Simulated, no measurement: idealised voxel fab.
Documented hereafter: the process module known as voxel wiring stack.
FYI the section here is cut, 260 nm wide, cells are 5 nm squares.
When this document writes out a cross-section, it uses a grid of square cells and lists it as bands, beginning at the top and moving down, with a band standing for one or more rows of cells. The band entry comprises the height of the band's top followed by the height of its bottom, expressed in nm, and subsequently the band's materials from left to right, each stated together with its width in nm. Where a single material is marked with the word "all across", that material fills the band from edge to edge. The word "empty" represents empty space. Heads up on the height convention: 0 is the point under which the incoming wafer is all one material, and the lowest band has no bottom, it just keeps going down, like "0 down". It should be noted that a width expressed as "30 to 40" varies in equal increments from row to row of cells within the band, taking the value of the first number at the top row and that of the second number at the bottom row. Any step labelled "remained unchanged" changed none of the cells in the cross-section. If an empty space has no open way to the top and is at least 8 cells in size, "Enclosed empty spaces" lists it, written width x height at distance, where distance is measured from the left edge and every value is in nm. On each step's line, the part that comes after the settings is the simulator's own comment on the step. You can add "overlay nm" to a step's line. For a step with a mask, it describes how far the mask lay to the right of its planned position, and a negative number describes a lay to the left. Pairs, read this way: before one process step on the one hand, after it on the other, the after cross-section ending at the lowest band that changed; the step between, settings included, beneath. Same starting wafer throughout, but possibly different runs of this module, so no pair continues from the pair above unless its entry headed "Pre-step profile" says so.
Pre-step profile:
	60 to 50 | 60 of SiO2 | 15 of empty | 25 of SiO2 | 15 of empty | 25 of SiO2 | 15 of empty | 25 of SiO2 | 15 of empty | 65 of SiO2
	50 to 45 | 60 of SiO2 | 15 of Ru | 25 of SiO2 | 15 of Ru | 25 of SiO2 | 15 of Ru | 25 of SiO2 | 15 of Ru | 65 of SiO2
	45 to 35 | 60 to 55 of SiCN | 15 to 30 of Ru | 25 to 10 of SiCN | 15 to 30 of Ru | 25 to 10 of SiCN | 15 to 30 of Ru | 25 to 10 of SiCN | 15 to 30 of Ru | 65 to 55 of SiCN
	35 to 20 | 60 of lowk | 5 of TiN | 10 of Cu | 5 of TiN | 20 of lowk | 5 of TiN | 10 of Cu | 5 of TiN | 20 of lowk | 5 of TiN | 10 of Cu | 5 of TiN | 20 of lowk | 5 of TiN | 10 of Cu | 5 of TiN | 60 of lowk
	20 to 15 | 60 of lowk | 20 of TiN | 20 of lowk | 20 of TiN | 20 of lowk | 20 of TiN | 20 of lowk | 20 of TiN | 60 of lowk
	15 to 5 | SiO2 all across
	5 to 0 | SiN all across
	0 down | Si all across
	Enclosed empty spaces: none
Post-Step Snapshot:
	60 to 45 | 60 of SiO2 | 15 of Ru | 25 of SiO2 | 15 of Ru | 25 of SiO2 | 15 of Ru | 25 of SiO2 | 15 of Ru | 65 of SiO2
	At heights below 45, the structure remains unaltered.
	Enclosed empty spaces: none
Between the two cross-sections shown above, the process step is op EPI | material Ru | thk nm 10
Pre-step profile: The prior state of this step coincides with the post-step cross-section of the pair just above.
Post-Step Snapshot:
	65 to 60 | SiN all across
	At heights below 60, the structure remains unaltered.
	Enclosed empty spaces: none
Between the two cross-sections shown above, the process step is op CONFORMAL_DEP | material SiN | thk nm 5
Pre-step profile: The prior state of this step coincides with the post-step cross-section of the pair just above.
Post-Step Snapshot:
	90 to 65 | SiO2 all across
	At heights below 65, the structure remains unaltered.
	Enclosed empty spaces: none
Between the two cross-sections shown above, the process step is op DIRECTIONAL_DEP | material SiO2 | thk nm 25
Pre-step profile: The prior state of this step coincides with the post-step cross-section of the pair just above.
Post-Step Snapshot:
	105 to 90 | 60 of resist | 20 of empty | 20 of resist | 20 of empty | 20 of resist | 20 of empty | 20 of resist | 20 of empty | 60 of resist
	At heights below 90, the structure remains unaltered.
	Enclosed empty spaces: none
Between the two cross-sections shown above, the process step is op PATTERN | tone open | mask id METAL_2 | material resist | width nm 20 | pitch nm 40 | thk nm 15 | overlay nm 0
Pre-step profile: The prior state of this step coincides with the post-step cross-section of the pair just above.
Post-Step Snapshot:
	105 to 90 | 60 of resist | 20 of empty | 20 of resist | 20 of empty | 20 of resist | 20 of empty | 20 of resist | 20 of empty | 60 of resist
	90 to 65 | 60 of SiO2 | 20 of empty | 20 of SiO2 | 20 of empty | 20 of SiO2 | 20 of empty | 20 of SiO2 | 20 of empty | 60 of SiO2
	At heights below 65, the structure remains unaltered.
	Enclosed empty spaces: none
Between the two cross-sections shown above, the process step is op DIRECTIONAL_ETCH | etch materials SiO2 | depth nm 25
Pre-step profile: The prior state of this step coincides with the post-step cross-section of the pair just above.
Post-Step Snapshot:
	105 to 90 | 60 of resist | 20 of empty | 20 of resist | 20 of empty | 20 of resist | 20 of empty | 20 of resist | 20 of empty | 60 of resist
	90 to 65 | 60 of SiO2 | 20 of empty | 20 of SiO2 | 20 of empty | 20 of SiO2 | 20 of empty | 20 of SiO2 | 20 of empty | 60 of SiO2
	65 to 60 | 60 of SiN | 20 of empty | 20 of SiN | 20 of empty | 20 of SiN | 20 of empty | 20 of SiN | 20 of empty | 60 of SiN
	At heights below 60, the structure remains unaltered.
	Enclosed empty spaces: none
Between the two cross-sections shown above, the process step is op DIRECTIONAL_ETCH | etch materials SiN | depth nm 5
Pre-step profile: The prior state of this step coincides with the post-step cross-section of the pair just above.
Post-Step Snapshot:
	90 to 65 | 60 of SiO2 | 20 of empty | 20 of SiO2 | 20 of empty | 20 of SiO2 | 20 of empty | 20 of SiO2 | 20 of empty | 60 of SiO2
	At heights below 65, the structure remains unaltered.
	Enclosed empty spaces: none
Between the two cross-sections shown above, the process step is op STRIP | etch materials resist
Pre-step profile: The prior state of this step coincides with the post-step cross-section of the pair just above.
Post-Step Snapshot:
	95 to 90 | 65 of TiN | 10 of empty | 30 of TiN | 10 of empty | 30 of TiN | 10 of empty | 30 of TiN | 10 of empty | 65 of TiN
	90 to 65 | 60 of SiO2 | 5 of TiN | 10 of empty | 5 of TiN | 20 of SiO2 | 5 of TiN | 10 of empty | 5 of TiN | 20 of SiO2 | 5 of TiN | 10 of empty | 5 of TiN | 20 of SiO2 | 5 of TiN | 10 of empty | 5 of TiN | 60 of SiO2
	65 to 60 | 60 of SiN | 20 of TiN | 20 of SiN | 20 of TiN | 20 of SiN | 20 of TiN | 20 of SiN | 20 of TiN | 60 of SiN
	At heights below 60, the structure remains unaltered.
	Enclosed empty spaces: none
Between the two cross-sections shown above, the process step is op CONFORMAL_DEP | material TiN | thk nm 5
Pre-step profile: The prior state of this step coincides with the post-step cross-section of the pair just above.
Post-Step Snapshot:
	100 to 95 | W all across
	95 to 90 | 65 of TiN | 10 of W | 30 of TiN | 10 of W | 30 of TiN | 10 of W | 30 of TiN | 10 of W | 65 of TiN
	90 to 65 | 60 of SiO2 | 5 of TiN | 10 of W | 5 of TiN | 20 of SiO2 | 5 of TiN | 10 of W | 5 of TiN | 20 of SiO2 | 5 of TiN | 10 of W | 5 of TiN | 20 of SiO2 | 5 of TiN | 10 of W | 5 of TiN | 60 of SiO2
	At heights below 65, the structure remains unaltered.
	Enclosed empty spaces: none
Between the two cross-sections shown above, the process step is op FILL_DEP | material W | thk nm 5
Pre-step profile: The prior state of this step coincides with the post-step cross-section of the pair just above.
Post-Step Snapshot:
	90 to 65 | 60 of SiO2 | 5 of TiN | 10 of W | 5 of TiN | 20 of SiO2 | 5 of TiN | 10 of W | 5 of TiN | 20 of SiO2 | 5 of TiN | 10 of W | 5 of TiN | 20 of SiO2 | 5 of TiN | 10 of W | 5 of TiN | 60 of SiO2
	At heights below 65, the structure remains unaltered.
	Enclosed empty spaces: none
Between the two cross-sections shown above, the process step is op CMP | height nm 90
Pre-step profile: The prior state of this step coincides with the post-step cross-section of the pair just above.
Post-Step Snapshot:
	95 to 90 | 55 of empty | 30 of Ru | 10 of empty | 30 of Ru | 10 of empty | 30 of Ru | 10 of empty | 30 of Ru | 55 of empty
	At heights below 90, the structure remains unaltered.
	Enclosed empty spaces: none
Between the two cross-sections shown above, the process step is op EPI | material Ru | thk nm 5
Pre-step profile: The prior state of this step coincides with the post-step cross-section of the pair just above.
Post-Step Snapshot:
	100 to 95 | SiCN all across
	95 to 90 | 55 of SiCN | 30 of Ru | 10 of SiCN | 30 of Ru | 10 of SiCN | 30 of Ru | 10 of SiCN | 30 of Ru | 55 of SiCN
	At heights below 90, the structure remains unaltered.
	Enclosed empty spaces: none
Between the two cross-sections shown above, the process step is op FILL_DEP | material SiCN | thk nm 5
Pre-step profile: The prior state of this step coincides with the post-step cross-section of the pair just above.
Post-Step Snapshot:
	135 to 100 | lowk all across
	At heights below 100, the structure remains unaltered.
	Enclosed empty spaces: none
Between the two cross-sections shown above, the process step is op DIRECTIONAL_DEP | material lowk | thk nm 35
Pre-step profile: The prior state of this step coincides with the post-step cross-section of the pair just above.
Post-Step Snapshot:
	135 to 115 | 60 of lowk | 20 of empty | 20 of lowk | 20 of empty | 20 of lowk | 20 of empty | 20 of lowk | 20 of empty | 60 of lowk
	At heights below 115, the structure remains unaltered.
	Enclosed empty spaces: none
Between the two cross-sections shown above, the process step is op MASKED_ETCH | tone open | mask id METAL_3 | width nm 20 | pitch nm 40 | etch materials lowk | depth nm 20 | overlay nm 0
Pre-step profile: The prior state of this step coincides with the post-step cross-section of the pair just above.
Post-Step Snapshot:
	150 to 135 | 60 of aC | 20 of empty | 20 of aC | 20 of empty | 20 of aC | 20 of empty | 20 of aC | 20 of empty | 60 of aC
	135 to 130 | 60 of lowk | 20 of empty | 20 of lowk | 20 of empty | 20 of lowk | 20 of empty | 20 of lowk | 20 of empty | 60 of lowk
	130 to 115 | 60 of lowk | 20 of aC | 20 of lowk | 20 of aC | 20 of lowk | 20 of aC | 20 of lowk | 20 of aC | 60 of lowk
	At heights below 115, the structure remains unaltered.
	Enclosed empty spaces: none
Between the two cross-sections shown above, the process step is op DIRECTIONAL_DEP | material aC | thk nm 15
Pre-step profile: The prior state of this step coincides with the post-step cross-section of the pair just above.
Post-Step Snapshot:
	185 to 150 | 60 of resist | 15 of empty | 65 of resist | 15 of empty | 105 of resist
	150 to 135 | 60 of aC | 15 of empty | 5 of resist | 20 of aC | 20 of resist | 20 of aC | 15 of empty | 5 of resist | 20 of aC | 20 of resist | 60 of aC
	135 to 130 | 60 of lowk | 15 of empty | 5 of resist | 20 of lowk | 20 of resist | 20 of lowk | 15 of empty | 5 of resist | 20 of lowk | 20 of resist | 60 of lowk
	At heights below 130, the structure remains unaltered.
	Enclosed empty spaces: none
Between the two cross-sections shown above, the process step is op PATTERN | tone open | mask id METAL_3_HOLES | material resist | width nm 15 | pitch nm 80 | thk nm 35 | overlay nm 0
Pre-step profile: The prior state of this step coincides with the post-step cross-section of the pair just above.
Post-Step Snapshot:
	170 to 150 | 60 of resist | 15 of empty | 65 of resist | 15 of empty | 105 of resist
	150 to 135 | 60 of aC | 15 of empty | 5 of resist | 20 of aC | 20 of resist | 20 of aC | 15 of empty | 5 of resist | 20 of aC | 20 of resist | 60 of aC
	135 to 130 | 60 of lowk | 15 of empty | 5 of resist | 20 of lowk | 20 of resist | 20 of lowk | 15 of empty | 5 of resist | 20 of lowk | 20 of resist | 60 of lowk
	130 to 115 | 60 of lowk | 15 of empty | 5 of aC | 20 of lowk | 20 of aC | 20 of lowk | 15 of empty | 5 of aC | 20 of lowk | 20 of aC | 60 of lowk
	At heights below 115, the structure remains unaltered.
	Enclosed empty spaces: none
Between the two cross-sections shown above, the process step is op DIRECTIONAL_ETCH | etch materials aC | depth nm 15
Pre-step profile: The prior state of this step coincides with the post-step cross-section of the pair just above.
Post-Step Snapshot:
	150 to 135 | 60 of aC | 20 of empty | 20 of aC | 20 of empty | 20 of aC | 20 of empty | 20 of aC | 20 of empty | 60 of aC
	135 to 130 | 60 of lowk | 20 of empty | 20 of lowk | 20 of empty | 20 of lowk | 20 of empty | 20 of lowk | 20 of empty | 60 of lowk
	At heights below 130, the structure remains unaltered.
	Enclosed empty spaces: none
Between the two cross-sections shown above, the process step is op STRIP | etch materials resist
Pre-step profile: The prior state of this step coincides with the post-step cross-section of the pair just above.
Post-Step Snapshot:
	150 to 135 | 60 of aC | 20 of empty | 20 of aC | 20 of empty | 20 of aC | 20 of empty | 20 of aC | 20 of empty | 60 of aC
	135 to 130 | 60 of lowk | 20 of empty | 20 of lowk | 20 of empty | 20 of lowk | 20 of empty | 20 of lowk | 20 of empty | 60 of lowk
	130 to 115 | 60 of lowk | 15 of empty | 5 of aC | 20 of lowk | 20 of aC | 20 of lowk | 15 of empty | 5 of aC | 20 of lowk | 20 of aC | 60 of lowk
	115 to 100 | 60 of lowk | 15 of empty | 65 of lowk | 15 of empty | 105 of lowk
	At heights below 100, the structure remains unaltered.
	Enclosed empty spaces: none
Between the two cross-sections shown above, the process step is op DIRECTIONAL_ETCH | etch materials lowk | depth nm 15
Pre-step profile: The prior state of this step coincides with the post-step cross-section of the pair just above.
Post-Step Snapshot:
	150 to 135 | 60 of aC | 20 of empty | 20 of aC | 20 of empty | 20 of aC | 20 of empty | 20 of aC | 20 of empty | 60 of aC
	135 to 130 | 60 of lowk | 20 of empty | 20 of lowk | 20 of empty | 20 of lowk | 20 of empty | 20 of lowk | 20 of empty | 60 of lowk
	130 to 115 | 60 of lowk | 15 of empty | 5 of aC | 20 of lowk | 20 of aC | 20 of lowk | 15 of empty | 5 of aC | 20 of lowk | 20 of aC | 60 of lowk
	115 to 100 | 60 of lowk | 15 of empty | 65 of lowk | 15 of empty | 105 of lowk
	100 to 95 | 60 of SiCN | 15 of empty | 65 of SiCN | 15 of empty | 105 of SiCN
	At heights below 95, the structure remains unaltered.
	Enclosed empty spaces: none
Between the two cross-sections shown above, the process step is op DIRECTIONAL_ETCH | etch materials SiCN | depth nm 5
Pre-step profile: The prior state of this step coincides with the post-step cross-section of the pair just above.
Post-Step Snapshot:
	135 to 115 | 60 of lowk | 20 of empty | 20 of lowk | 20 of empty | 20 of lowk | 20 of empty | 20 of lowk | 20 of empty | 60 of lowk
	At heights below 115, the structure remains unaltered.
	Enclosed empty spaces: none
Between the two cross-sections shown above, the process step is op STRIP | etch materials aC
Pre-step profile: The prior state of this step coincides with the post-step cross-section of the pair just above.
Post-Step Snapshot:
	140 to 135 | 65 of TiN | 10 of empty | 30 of TiN | 10 of empty | 30 of TiN | 10 of empty | 30 of TiN | 10 of empty | 65 of TiN
	135 to 120 | 60 of lowk | 5 of TiN | 10 of empty | 5 of TiN | 20 of lowk | 5 of TiN | 10 of empty | 5 of TiN | 20 of lowk | 5 of TiN | 10 of empty | 5 of TiN | 20 of lowk | 5 of TiN | 10 of empty | 5 of TiN | 60 of lowk
	120 to 115 | 60 of lowk | 5 of TiN | 5 of empty | 10 of TiN | 20 of lowk | 20 of TiN | 20 of lowk | 5 of TiN | 5 of empty | 10 of TiN | 20 of lowk | 20 of TiN | 60 of lowk
	115 to 100 | 60 of lowk | 5 of TiN | 5 of empty | 5 of TiN | 65 of lowk | 5 of TiN | 5 of empty | 5 of TiN | 105 of lowk
	100 to 95 | 60 of SiCN | 15 of TiN | 65 of SiCN | 15 of TiN | 105 of SiCN
	At heights below 95, the structure remains unaltered.
	Enclosed empty spaces: none
Between the two cross-sections shown above, the process step is op CONFORMAL_DEP | material TiN | thk nm 5
Pre-step profile: The prior state of this step coincides with the post-step cross-section of the pair just above.
Post-Step Snapshot:
	150 to 140 | Ru all across
	140 to 135 | 65 of TiN | 10 of Ru | 30 of TiN | 10 of Ru | 30 of TiN | 10 of Ru | 30 of TiN | 10 of Ru | 65 of TiN
	135 to 120 | 60 of lowk | 5 of TiN | 10 of Ru | 5 of TiN | 20 of lowk | 5 of TiN | 10 of Ru | 5 of TiN | 20 of lowk | 5 of TiN | 10 of Ru | 5 of TiN | 20 of lowk | 5 of TiN | 10 of Ru | 5 of TiN | 60 of lowk
	120 to 115 | 60 of lowk | 5 of TiN | 5 of Ru | 10 of TiN | 20 of lowk | 20 of TiN | 20 of lowk | 5 of TiN | 5 of Ru | 10 of TiN | 20 of lowk | 20 of TiN | 60 of lowk
	115 to 100 | 60 of lowk | 5 of TiN | 5 of Ru | 5 of TiN | 65 of lowk | 5 of TiN | 5 of Ru | 5 of TiN | 105 of lowk
	At heights below 100, the structure remains unaltered.
	Enclosed empty spaces: none
Between the two cross-sections shown above, the process step is op FILL_DEP | material Ru | thk nm 10
Pre-step profile: The prior state of this step coincides with the post-step cross-section of the pair just above.
Post-Step Snapshot:
	135 to 120 | 60 of lowk | 5 of TiN | 10 of Ru | 5 of TiN | 20 of lowk | 5 of TiN | 10 of Ru | 5 of TiN | 20 of lowk | 5 of TiN | 10 of Ru | 5 of TiN | 20 of lowk | 5 of TiN | 10 of Ru | 5 of TiN | 60 of lowk
	At heights below 120, the structure remains unaltered.
	Enclosed empty spaces: none
Between the two cross-sections shown above, the process step is op CMP | height nm 135
Pre-step profile: The prior state of this step coincides with the post-step cross-section of the pair just above.
Post-Step Snapshot:
	140 to 135 | SiCN all across
	At heights below 135, the structure remains unaltered.
	Enclosed empty spaces: none
Between the two cross-sections shown above, the process step is op CONFORMAL_DEP | material SiCN | thk nm 5
Pre-step profile:
	0 down | Si all across
	Enclosed empty spaces: none
Post-Step Snapshot:
	15 to 0 | SiO2 all across
	At heights below 0, the structure remains unaltered.
	Enclosed empty spaces: none
Between the two cross-sections shown above, the process step is op CONFORMAL_DEP | material SiO2 | thk nm 15
Pre-step profile: The prior state of this step coincides with the post-step cross-section of the pair just above.
Post-Step Snapshot:
	20 to 15 | SiN all across
	At heights below 15, the structure remains unaltered.
	Enclosed empty spaces: none
Between the two cross-sections shown above, the process step is op CONFORMAL_DEP | material SiN | thk nm 5
Pre-step profile: The prior state of this step coincides with the post-step cross-section of the pair just above.
Post-Step Snapshot:
	40 to 20 | lowk all across
	At heights below 20, the structure remains unaltered.
	Enclosed empty spaces: none
Between the two cross-sections shown above, the process step is op DIRECTIONAL_DEP | material lowk | thk nm 20
Pre-step profile: The prior state of this step coincides with the post-step cross-section of the pair just above.
Post-Step Snapshot:
	55 to 40 | 60 of resist | 20 of empty | 20 of resist | 20 of empty | 20 of resist | 20 of empty | 20 of resist | 20 of empty | 60 of resist
	At heights below 40, the structure remains unaltered.
	Enclosed empty spaces: none
Between the two cross-sections shown above, the process step is op PATTERN | tone open | mask id METAL_1 | material resist | width nm 20 | pitch nm 40 | thk nm 15 | overlay nm 0
Pre-step profile: The prior state of this step coincides with the post-step cross-section of the pair just above.
Post-Step Snapshot:
	55 to 40 | 60 of resist | 20 of empty | 20 of resist | 20 of empty | 20 of resist | 20 of empty | 20 of resist | 20 of empty | 60 of resist
	40 to 20 | 60 of lowk | 20 of empty | 20 of lowk | 20 of empty | 20 of lowk | 20 of empty | 20 of lowk | 20 of empty | 60 of lowk
	At heights below 20, the structure remains unaltered.
	Enclosed empty spaces: none
Between the two cross-sections shown above, the process step is op DIRECTIONAL_ETCH | etch materials lowk | depth nm 20
Pre-step profile: The prior state of this step coincides with the post-step cross-section of the pair just above.
Post-Step Snapshot:
	55 to 40 | 60 of resist | 20 of empty | 20 of resist | 20 of empty | 20 of resist | 20 of empty | 20 of resist | 20 of empty | 60 of resist
	40 to 20 | 60 of lowk | 20 of empty | 20 of lowk | 20 of empty | 20 of lowk | 20 of empty | 20 of lowk | 20 of empty | 60 of lowk
	20 to 15 | 60 of SiN | 20 of empty | 20 of SiN | 20 of empty | 20 of SiN | 20 of empty | 20 of SiN | 20 of empty | 60 of SiN
	At heights below 15, the structure remains unaltered.
	Enclosed empty spaces: none
Between the two cross-sections shown above, the process step is op DIRECTIONAL_ETCH | etch materials SiN | depth nm 5
Pre-step profile: The prior state of this step coincides with the post-step cross-section of the pair just above.
Post-Step Snapshot:
	40 to 20 | 60 of lowk | 20 of empty | 20 of lowk | 20 of empty | 20 of lowk | 20 of empty | 20 of lowk | 20 of empty | 60 of lowk
	At heights below 20, the structure remains unaltered.
	Enclosed empty spaces: none
Between the two cross-sections shown above, the process step is op STRIP | etch materials resist
Pre-step profile: The prior state of this step coincides with the post-step cross-section of the pair just above.
Post-Step Snapshot:
	45 to 40 | 65 of TiN | 10 of empty | 30 of TiN | 10 of empty | 30 of TiN | 10 of empty | 30 of TiN | 10 of empty | 65 of TiN
	40 to 20 | 60 of lowk | 5 of TiN | 10 of empty | 5 of TiN | 20 of lowk | 5 of TiN | 10 of empty | 5 of TiN | 20 of lowk | 5 of TiN | 10 of empty | 5 of TiN | 20 of lowk | 5 of TiN | 10 of empty | 5 of TiN | 60 of lowk
	20 to 15 | 60 of SiN | 20 of TiN | 20 of SiN | 20 of TiN | 20 of SiN | 20 of TiN | 20 of SiN | 20 of TiN | 60 of SiN
	At heights below 15, the structure remains unaltered.
	Enclosed empty spaces: none
Between the two cross-sections shown above, the process step is op CONFORMAL_DEP | material TiN | thk nm 5
Pre-step profile: The prior state of this step coincides with the post-step cross-section of the pair just above.
Post-Step Snapshot:
	55 to 45 | Cu all across
	45 to 40 | 65 of TiN | 10 of Cu | 30 of TiN | 10 of Cu | 30 of TiN | 10 of Cu | 30 of TiN | 10 of Cu | 65 of TiN
	40 to 20 | 60 of lowk | 5 of TiN | 10 of Cu | 5 of TiN | 20 of lowk | 5 of TiN | 10 of Cu | 5 of TiN | 20 of lowk | 5 of TiN | 10 of Cu | 5 of TiN | 20 of lowk | 5 of TiN | 10 of Cu | 5 of TiN | 60 of lowk
	At heights below 20, the structure remains unaltered.
	Enclosed empty spaces: none
Between the two cross-sections shown above, the process step is op FILL_DEP | material Cu | thk nm 10
Pre-step profile: The prior state of this step coincides with the post-step cross-section of the pair just above.
Post-Step Snapshot:
	35 to 20 | 60 of lowk | 5 of TiN | 10 of Cu | 5 of TiN | 20 of lowk | 5 of TiN | 10 of Cu | 5 of TiN | 20 of lowk | 5 of TiN | 10 of Cu | 5 of TiN | 20 of lowk | 5 of TiN | 10 of Cu | 5 of TiN | 60 of lowk
	At heights below 20, the structure remains unaltered.
	Enclosed empty spaces: none
Between the two cross-sections shown above, the process step is op CMP | height nm 35
Pre-step profile: The prior state of this step coincides with the post-step cross-section of the pair just above.
Post-Step Snapshot:
	40 to 35 | 55 of empty | 30 of Ru | 10 of empty | 30 of Ru | 10 of empty | 30 of Ru | 10 of empty | 30 of Ru | 55 of empty
	At heights below 35, the structure remains unaltered.
	Enclosed empty spaces: none
Between the two cross-sections shown above, the process step is op EPI | material Ru | thk nm 5
Pre-step profile: The prior state of this step coincides with the post-step cross-section of the pair just above.
Post-Step Snapshot:
	45 to 40 | SiCN all across
	40 to 35 | 55 of SiCN | 30 of Ru | 10 of SiCN | 30 of Ru | 10 of SiCN | 30 of Ru | 10 of SiCN | 30 of Ru | 55 of SiCN
	At heights below 35, the structure remains unaltered.
	Enclosed empty spaces: none
Between the two cross-sections shown above, the process step is op FILL_DEP | material SiCN | thk nm 5
Pre-step profile: The prior state of this step coincides with the post-step cross-section of the pair just above.
Post-Step Snapshot:
	60 to 45 | SiO2 all across
	At heights below 45, the structure remains unaltered.
	Enclosed empty spaces: none
Between the two cross-sections shown above, the process step is op DIRECTIONAL_DEP | material SiO2 | thk nm 15
Pre-step profile: The prior state of this step coincides with the post-step cross-section of the pair just above.
Post-Step Snapshot:
	60 to 45 | 60 of SiO2 | 15 of empty | 25 of SiO2 | 15 of empty | 25 of SiO2 | 15 of empty | 25 of SiO2 | 15 of empty | 65 of SiO2
	At heights below 45, the structure remains unaltered.
	Enclosed empty spaces: none
Between the two cross-sections shown above, the process step is op MASKED_ETCH | tone open | mask id PLUG_1 | width nm 15 | pitch nm 40 | etch materials SiO2 | depth nm 15 | overlay nm 0
Pre-step profile: The prior state of this step coincides with the post-step cross-section of the pair just above.
Post-Step Snapshot:
	60 to 45 | 60 of SiO2 | 15 of empty | 25 of SiO2 | 15 of empty | 25 of SiO2 | 15 of empty | 25 of SiO2 | 15 of empty | 65 of SiO2
	45 to 40 | 60 of SiCN | 15 of empty | 25 of SiCN | 15 of empty | 25 of SiCN | 15 of empty | 25 of SiCN | 15 of empty | 65 of SiCN
	At heights below 40, the structure remains unaltered.
	Enclosed empty spaces: none
Between the two cross-sections shown above, the process step is op MASKED_ETCH | tone open | mask id PLUG_1 | width nm 15 | pitch nm 40 | etch materials SiCN | depth nm 5 | overlay nm 0
Pre-step profile: The prior state of this step coincides with the post-step cross-section of the pair just above.
Post-Step Snapshot:
	60 to 50 | 60 of SiO2 | 15 of empty | 25 of SiO2 | 15 of empty | 25 of SiO2 | 15 of empty | 25 of SiO2 | 15 of empty | 65 of SiO2
	50 to 45 | 60 of SiO2 | 15 of Ru | 25 of SiO2 | 15 of Ru | 25 of SiO2 | 15 of Ru | 25 of SiO2 | 15 of Ru | 65 of SiO2
	45 to 35 | 60 to 55 of SiCN | 15 to 30 of Ru | 25 to 10 of SiCN | 15 to 30 of Ru | 25 to 10 of SiCN | 15 to 30 of Ru | 25 to 10 of SiCN | 15 to 30 of Ru | 65 to 55 of SiCN
	At heights below 35, the structure remains unaltered.
	Enclosed empty spaces: none
Between the two cross-sections shown above, the process step is op EPI | material Ru | thk nm 10
Pre-step profile: The prior state of this step coincides with the post-step cross-section of the pair just above.
Post-Step Snapshot:
	60 to 45 | 60 of SiO2 | 15 of Ru | 25 of SiO2 | 15 of Ru | 25 of SiO2 | 15 of Ru | 25 of SiO2 | 15 of Ru | 65 of SiO2
	At heights below 45, the structure remains unaltered.
	Enclosed empty spaces: none
Between the two cross-sections shown above, the process step is op EPI | material Ru | thk nm 10
Pre-step profile: The prior state of this step coincides with the post-step cross-section of the pair just above.
Post-Step Snapshot:
	65 to 60 | SiN all across
	At heights below 60, the structure remains unaltered.
	Enclosed empty spaces: none
Between the two cross-sections shown above, the process step is op CONFORMAL_DEP | material SiN | thk nm 5
Pre-step profile: The prior state of this step coincides with the post-step cross-section of the pair just above.
Post-Step Snapshot:
	90 to 65 | SiO2 all across
	At heights below 65, the structure remains unaltered.
	Enclosed empty spaces: none
Between the two cross-sections shown above, the process step is op DIRECTIONAL_DEP | material SiO2 | thk nm 25
Pre-step profile: The prior state of this step coincides with the post-step cross-section of the pair just above.
Post-Step Snapshot:
	105 to 90 | 60 of resist | 20 of empty | 20 of resist | 20 of empty | 20 of resist | 20 of empty | 20 of resist | 20 of empty | 60 of resist
	At heights below 90, the structure remains unaltered.
	Enclosed empty spaces: none
Between the two cross-sections shown above, the process step is op PATTERN | tone open | mask id METAL_2 | material resist | width nm 20 | pitch nm 40 | thk nm 15 | overlay nm 0
Pre-step profile: The prior state of this step coincides with the post-step cross-section of the pair just above.
Post-Step Snapshot:
	105 to 90 | 60 of resist | 20 of empty | 20 of resist | 20 of empty | 20 of resist | 20 of empty | 20 of resist | 20 of empty | 60 of resist
	90 to 65 | 60 of SiO2 | 20 of empty | 20 of SiO2 | 20 of empty | 20 of SiO2 | 20 of empty | 20 of SiO2 | 20 of empty | 60 of SiO2
	At heights below 65, the structure remains unaltered.
	Enclosed empty spaces: none
Between the two cross-sections shown above, the process step is op DIRECTIONAL_ETCH | etch materials SiO2 | depth nm 25
Pre-step profile: The prior state of this step coincides with the post-step cross-section of the pair just above.
Post-Step Snapshot:
	105 to 90 | 60 of resist | 20 of empty | 20 of resist | 20 of empty | 20 of resist | 20 of empty | 20 of resist | 20 of empty | 60 of resist
	90 to 65 | 60 of SiO2 | 20 of empty | 20 of SiO2 | 20 of empty | 20 of SiO2 | 20 of empty | 20 of SiO2 | 20 of empty | 60 of SiO2
	65 to 60 | 60 of SiN | 20 of empty | 20 of SiN | 20 of empty | 20 of SiN | 20 of empty | 20 of SiN | 20 of empty | 60 of SiN
	At heights below 60, the structure remains unaltered.
	Enclosed empty spaces: none
Between the two cross-sections shown above, the process step is op DIRECTIONAL_ETCH | etch materials SiN | depth nm 5
Pre-step profile: The prior state of this step coincides with the post-step cross-section of the pair just above.
Post-Step Snapshot:
	90 to 65 | 60 of SiO2 | 20 of empty | 20 of SiO2 | 20 of empty | 20 of SiO2 | 20 of empty | 20 of SiO2 | 20 of empty | 60 of SiO2
	At heights below 65, the structure remains unaltered.
	Enclosed empty spaces: none
Between the two cross-sections shown above, the process step is op STRIP | etch materials resist
Pre-step profile: The prior state of this step coincides with the post-step cross-section of the pair just above.
Post-Step Snapshot:
	95 to 90 | 65 of TiN | 10 of empty | 30 of TiN | 10 of empty | 30 of TiN | 10 of empty | 30 of TiN | 10 of empty | 65 of TiN
	90 to 65 | 60 of SiO2 | 5 of TiN | 10 of empty | 5 of TiN | 20 of SiO2 | 5 of TiN | 10 of empty | 5 of TiN | 20 of SiO2 | 5 of TiN | 10 of empty | 5 of TiN | 20 of SiO2 | 5 of TiN | 10 of empty | 5 of TiN | 60 of SiO2
	65 to 60 | 60 of SiN | 20 of TiN | 20 of SiN | 20 of TiN | 20 of SiN | 20 of TiN | 20 of SiN | 20 of TiN | 60 of SiN
	At heights below 60, the structure remains unaltered.
	Enclosed empty spaces: none
Between the two cross-sections shown above, the process step is op CONFORMAL_DEP | material TiN | thk nm 5
Pre-step profile: The prior state of this step coincides with the post-step cross-section of the pair just above.
Post-Step Snapshot:
	100 to 95 | W all across
	95 to 90 | 65 of TiN | 10 of W | 30 of TiN | 10 of W | 30 of TiN | 10 of W | 30 of TiN | 10 of W | 65 of TiN
	90 to 65 | 60 of SiO2 | 5 of TiN | 10 of W | 5 of TiN | 20 of SiO2 | 5 of TiN | 10 of W | 5 of TiN | 20 of SiO2 | 5 of TiN | 10 of W | 5 of TiN | 20 of SiO2 | 5 of TiN | 10 of W | 5 of TiN | 60 of SiO2
	At heights below 65, the structure remains unaltered.
	Enclosed empty spaces: none
Between the two cross-sections shown above, the process step is op FILL_DEP | material W | thk nm 5
Pre-step profile: The prior state of this step coincides with the post-step cross-section of the pair just above.
Post-Step Snapshot:
	90 to 65 | 60 of SiO2 | 5 of TiN | 10 of W | 5 of TiN | 20 of SiO2 | 5 of TiN | 10 of W | 5 of TiN | 20 of SiO2 | 5 of TiN | 10 of W | 5 of TiN | 20 of SiO2 | 5 of TiN | 10 of W | 5 of TiN | 60 of SiO2
	At heights below 65, the structure remains unaltered.
	Enclosed empty spaces: none
Between the two cross-sections shown above, the process step is op CMP | height nm 90
Pre-step profile: The prior state of this step coincides with the post-step cross-section of the pair just above.
Post-Step Snapshot:
	95 to 90 | 55 of empty | 30 of Ru | 10 of empty | 30 of Ru | 10 of empty | 30 of Ru | 10 of empty | 30 of Ru | 55 of empty
	At heights below 90, the structure remains unaltered.
	Enclosed empty spaces: none
Between the two cross-sections shown above, the process step is op EPI | material Ru | thk nm 5
